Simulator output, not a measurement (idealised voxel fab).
process module | voxel spacer lines
cross-section cut | 295 nm wide | cells 5 nm
A cross-section is a grid of square cells, given in bands from the top down. A band is one or more rows of cells.
Each band's line starts with the height of the band's top and of its bottom, in nm. Then come its materials from left to right, each with its width in nm. One material with "throughout" fills the band from edge to edge. "air" is empty space.
Height 0 is the level under which the wafer as received is all one material. The lowest band goes on downwards, as in "0 down".
A width such as "30 to 40" changes by the same amount from each row of cells to the next, from the band's top row to its bottom row.
"no change" after a step means that no cell of the cross-section changed.
closed voids: empty space of 8 cells or more with no open way to the top, each as width x height at its distance from the left edge, in nm
after a step's settings: what the simulator itself notes on the step
overlay nm, on a step with a mask: how far to the right of its planned place the mask lay; to the left if negative
plan
1 op RECEIVE | material Si
2 op CONFORMAL_DEP | material Al2O3 | thk nm 10
3 op DIRECTIONAL_DEP | material TiN | thk nm 10
4 op DIRECTIONAL_DEP | material aC | thk nm 20
5 op PATTERN | tone cover | mask id MANDREL | material resist | width nm 25 | pitch nm 70 | thk nm 25 | overlay nm 0
6 op DIRECTIONAL_ETCH | etch materials aC | depth nm 20
7 op STRIP | etch materials resist
8 op CONFORMAL_DEP | material SiO2 | thk nm 10
9 op DIRECTIONAL_ETCH | etch materials SiO2 | depth nm 10
10 op STRIP | etch materials aC
11 op DIRECTIONAL_ETCH | etch materials TiN | depth nm 10
12 op STRIP | etch materials SiO2
13 op FILL_DEP | material SiO2 | thk nm 5
14 op CMP | height nm 20
as received, after step 1
  0 down: Si throughout
  closed voids: none
a wafer at the end: this start, this plan, one mistake
  20 to 10: SiO2 55 | TiN 10 | SiO2 25 | TiN 10 | SiO2 25 | TiN 10 | SiO2 25 | TiN 10 | SiO2 25 | TiN 10 | SiO2 25 | TiN 10 | SiO2 55
  10 to 0: TiN throughout
  0 down: Si throughout
  closed voids: none
what went wrong: step 2 ran as: op CONFORMAL_DEP | material TiN | thk nm 10
